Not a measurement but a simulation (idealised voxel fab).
The name of this process module is voxel transistor to metal.
FYI the section here is cut, 175 nm wide, cells are 5 nm squares.
In what follows, cross-sections appear as grids of square cells, described through bands that run from the top down, where every band is one or more rows of cells.
Top, bottom (nm), then materials left to right with widths (nm); lone material tagged "edge to edge" fills the whole band edge to edge; "blank" = empty space.
Heights are expressed relative to 0, this being the level below which the as-received wafer comprises one material exclusively. The lowest band is unbounded in the downward direction and is denoted as in "0 -> down".
When a width is written as two numbers, as in "30 to 40", the first number is the width in the top row of cells of the band and the second is the width in its bottom row, and the width changes by the same amount from each row to the next.
You'll sometimes find "left unchanged" written for a step, and that's the way of saying that nowhere in the cross-section did a cell change during that step.
"Closed void catalog" enumerates empty spaces isolated from the top, with no open way to it, that contain at least 8 cells, giving each as width x height at distance from the left edge, all three in nm.
The remark found on a step's line after its settings is issued by the simulator itself and pertains to that step.
"overlay nm" denotes, for a step that has a mask, the displacement of the mask to the right of its planned place, with negative values corresponding to the left.

PLANNED STEP LIST FOR THE PROCESS
1: RECEIVE (material Si)
2: CONFORMAL_DEP (material SiO2; thk nm 5)
3: CONFORMAL_DEP (material SiN; thk nm 10)
4: PATTERN (tone cover; mask id ACTIVE; material resist; width nm 115; thk nm 15; overlay nm 0)
5: DIRECTIONAL_ETCH (etch materials SiN; depth nm 10)
6: DIRECTIONAL_ETCH (etch materials SiO2; depth nm 5)
7: DIRECTIONAL_ETCH (etch materials Si; depth nm 30)
8: STRIP (etch materials resist)
9: FILL_DEP (material SiO2; thk nm 10)
10: CMP (height nm 15)
11: SELECTIVE_ETCH (etch materials SiO2; depth nm 5)
12: STRIP (etch materials SiN)
13: SELECTIVE_ETCH (etch materials SiO2; depth nm 5)
14: OXIDIZE (depth nm 5)
15: DIRECTIONAL_DEP (material polySi; thk nm 25)
16: DIRECTIONAL_DEP (material SiCN; thk nm 10)
17: DIRECTIONAL_DEP (material aC; thk nm 15)
18: PATTERN (tone cover; mask id GATE; material resist; width nm 25; thk nm 30; overlay nm 0)
19: DIRECTIONAL_ETCH (etch materials aC; depth nm 15)
20: STRIP (etch materials resist)
21: DIRECTIONAL_ETCH (etch materials SiCN; depth nm 20)
22: DIRECTIONAL_ETCH (etch materials polySi; depth nm 35)
23: STRIP (etch materials aC)
24: CONFORMAL_DEP (material SiO2; thk nm 5)
25: DIRECTIONAL_ETCH (etch materials SiO2; depth nm 5)
26: CONFORMAL_DEP (material SiN; thk nm 10)
27: DIRECTIONAL_ETCH (etch materials SiN; depth nm 10)
28: DIRECTIONAL_ETCH (etch materials SiO2; depth nm 5)
29: EPI (material SiGe; thk nm 5)
30: FILL_DEP (material SiO2; thk nm 5)
31: CMP (height nm 25)
32: STRIP (etch materials polySi)
33: SELECTIVE_ETCH (etch materials SiO2; depth nm 5)
34: CONFORMAL_DEP (material HfO2; thk nm 5)
35: CONFORMAL_DEP (material TiN; thk nm 5)
36: FILL_DEP (material W; thk nm 5)
37: CMP (height nm 20)
38: DIRECTIONAL_DEP (material SiO2; thk nm 15)
39: DIRECTIONAL_DEP (material aC; thk nm 10)
40: PATTERN (tone open; mask id CONTACT; material resist; width nm 15; pitch nm 80; thk nm 25; overlay nm 0)
41: DIRECTIONAL_ETCH (etch materials aC; depth nm 10)
42: STRIP (etch materials resist)
43: DIRECTIONAL_ETCH (etch materials SiO2; depth nm 35)
44: STRIP (etch materials aC)
45: CONFORMAL_DEP (material TiN; thk nm 5)
46: FILL_DEP (material Ru; thk nm 5)
47: CMP (height nm 35)
48: CONFORMAL_DEP (material SiN; thk nm 5)
49: DIRECTIONAL_DEP (material SiO2; thk nm 15)
50: MASKED_ETCH (tone open; mask id METAL_1; width nm 15; pitch nm 80; etch materials SiO2; depth nm 15; overlay nm 0)
51: MASKED_ETCH (tone open; mask id METAL_1; width nm 15; pitch nm 80; etch materials SiN; depth nm 5; overlay nm 0)
52: CONFORMAL_DEP (material TiN; thk nm 5)
53: FILL_DEP (material Cu; thk nm 10)
54: CMP (height nm 55)
55: EPI (material Ru; thk nm 5)
56: FILL_DEP (material SiCN; thk nm 5)
57: DIRECTIONAL_DEP (material SiO2; thk nm 30)
58: MASKED_ETCH (tone open; mask id METAL_2; width nm 15; pitch nm 80; etch materials SiO2; depth nm 20; overlay nm 0)
59: PATTERN (tone open; mask id METAL_2_HOLES; material resist; width nm 15; pitch nm 80; thk nm 20; overlay nm 0)
60: DIRECTIONAL_ETCH (etch materials SiO2; depth nm 10)
61: DIRECTIONAL_ETCH (etch materials SiCN; depth nm 5)
62: STRIP (etch materials resist)
63: CONFORMAL_DEP (material TiN; thk nm 5)
64: FILL_DEP (material Cu; thk nm 10)
65: CMP (height nm 95)
66: CONFORMAL_DEP (material SiCN; thk nm 5)
Keep in mind the plan's value for the thk nm of step 2 comes from the first wafer; the wafers don't share that setting, but they do share the same starting point.

FIRST WAFER OF SEVERAL, AS RECEIVED: CROSS-SECTION AFTER STEP 1
* 0 -> down: Si edge to edge
* Closed void catalog: none

EACH ROW BELOW IS A WAFER AT THE END OF THE MODULE, LISTING FOR EVERY MATERIAL THE NUMBER OF CELLS IT HAS GAINED (+) OR LOST (-) SINCE IT WAS RECEIVED, FOLLOWED BY ITS CLOSED VOIDS
thk nm 5 | +18 Cu | +15 HfO2 | +22 Ru | -95 Si | +89 SiCN | +8 SiGe | +49 SiN | +496 SiO2 | +89 TiN | +9 W | Closed void catalog: none
thk nm 10 | +18 Cu | +13 HfO2 | +20 Ru | +89 SiCN | +24 SiGe | +41 SiN | +406 SiO2 | +83 TiN | +6 W | Closed void catalog: none
thk nm 15 | +18 Cu | +13 HfO2 | +20 Ru | +89 SiCN | +24 SiGe | +41 SiN | +406 SiO2 | +83 TiN | +6 W | Closed void catalog: none
thk nm 20 | +18 Cu | +13 HfO2 | +20 Ru | +89 SiCN | +24 SiGe | +41 SiN | +406 SiO2 | +83 TiN | +6 W | Closed void catalog: none
